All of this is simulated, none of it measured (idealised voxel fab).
process module | voxel capacitor over wiring
cross-section cut | 225 nm wide | cells 5 nm
A cross-section is a grid of square cells, given in bands from the top down. A band is one or more rows of cells.
Each band's line starts with the height of the band's top and of its bottom, in nm. Then come its materials from left to right, each with its width in nm. One material with "throughout" fills the band from edge to edge. "air" is empty space.
Height 0 is the level under which the wafer as received is all one material. The lowest band goes on downwards, as in "0 down".
A width such as "30 to 40" changes by the same amount from each row of cells to the next, from the band's top row to its bottom row.
"no change" after a step means that no cell of the cross-section changed.
closed voids: empty space of 8 cells or more with no open way to the top, each as width x height at its distance from the left edge, in nm
after a step's settings: what the simulator itself notes on the step
overlay nm, on a step with a mask: how far to the right of its planned place the mask lay; to the left if negative
plan
1 op RECEIVE | material Si
2 op CONFORMAL_DEP | material SiO2 | thk nm 10
3 op DIRECTIONAL_DEP | material TiN | thk nm 5
4 op DIRECTIONAL_DEP | material W | thk nm 25
5 op DIRECTIONAL_DEP | material aC | thk nm 15
6 op PATTERN | tone cover | mask id METAL_1 | material resist | width nm 20 | pitch nm 90 | thk nm 30 | overlay nm 0
7 op DIRECTIONAL_ETCH | etch materials aC | depth nm 15
8 op STRIP | etch materials resist
9 op DIRECTIONAL_ETCH | etch materials W | depth nm 25
10 op DIRECTIONAL_ETCH | etch materials TiN | depth nm 5
11 op STRIP | etch materials aC
12 op FILL_DEP | material lowk | thk nm 5
13 op CMP | height nm 40
14 op CONFORMAL_DEP | material SiCN | thk nm 5
15 op DIRECTIONAL_DEP | material SiO2 | thk nm 15
16 op DIRECTIONAL_DEP | material aC | thk nm 15
17 op PATTERN | tone open | mask id PLUG_1 | material resist | width nm 15 | thk nm 35 | overlay nm 0
18 op DIRECTIONAL_ETCH | etch materials aC | depth nm 15
19 op STRIP | etch materials resist
20 op DIRECTIONAL_ETCH | etch materials SiO2 | depth nm 15
21 op DIRECTIONAL_ETCH | etch materials SiCN | depth nm 5
22 op STRIP | etch materials aC
23 op EPI | material Ru | thk nm 10
24 op EPI | material Ru | thk nm 10
25 op DIRECTIONAL_DEP | material TiN | thk nm 10
26 op DIRECTIONAL_DEP | material Al2O3 | thk nm 5
27 op DIRECTIONAL_DEP | material TiN | thk nm 5
28 op DIRECTIONAL_DEP | material aC | thk nm 15
29 op PATTERN | tone cover | mask id UPPER_PLATE | material resist | width nm 75 | thk nm 35 | overlay nm 0
30 op DIRECTIONAL_ETCH | etch materials aC | depth nm 15
31 op STRIP | etch materials resist
32 op DIRECTIONAL_ETCH | etch materials TiN | depth nm 5
33 op DIRECTIONAL_ETCH | etch materials Al2O3 | depth nm 5
34 op STRIP | etch materials aC
35 op PATTERN | tone cover | mask id LOWER_PLATE | material resist | width nm 85 | thk nm 15 | overlay nm 0
36 op DIRECTIONAL_ETCH | etch materials TiN | depth nm 10
37 op STRIP | etch materials resist
38 op FILL_DEP | material SiO2 | thk nm 15
39 op CMP | height nm 90
40 op MASKED_ETCH | tone open | mask id PLUG_2 | width nm 15 | etch materials SiO2 | depth nm 10 | overlay nm 0
41 op CONFORMAL_DEP | material TiN | thk nm 5
42 op FILL_DEP | material Ru | thk nm 5
43 op CMP | height nm 80
44 op CONFORMAL_DEP | material SiCN | thk nm 5
varied across the wafers: height nm of step 43. The plan shows the first wafer's value. All wafers start alike
first wafer as received, after step 1
  0 down: Si throughout
  closed voids: none
each wafer at the end: cells of each material gained (+) or lost (-) since it was received, then its closed voids
height nm 80 | +15 Al2O3 | +12 Ru | +87 SiCN | +332 SiO2 | +57 TiN | +40 W | +222 lowk | closed voids: none
height nm 85 | +15 Al2O3 | +12 Ru | +87 SiCN | +374 SiO2 | +60 TiN | +40 W | +222 lowk | closed voids: none
height nm 90 | +15 Al2O3 | +13 Ru | +87 SiCN | +416 SiO2 | +62 TiN | +40 W | +222 lowk | closed voids: none
height nm 95 | +15 Al2O3 | +14 Ru | +87 SiCN | +416 SiO2 | +106 TiN | +40 W | +222 lowk | closed voids: none
height nm 100 | +15 Al2O3 | +59 Ru | +87 SiCN | +416 SiO2 | +106 TiN | +40 W | +222 lowk | closed voids: none
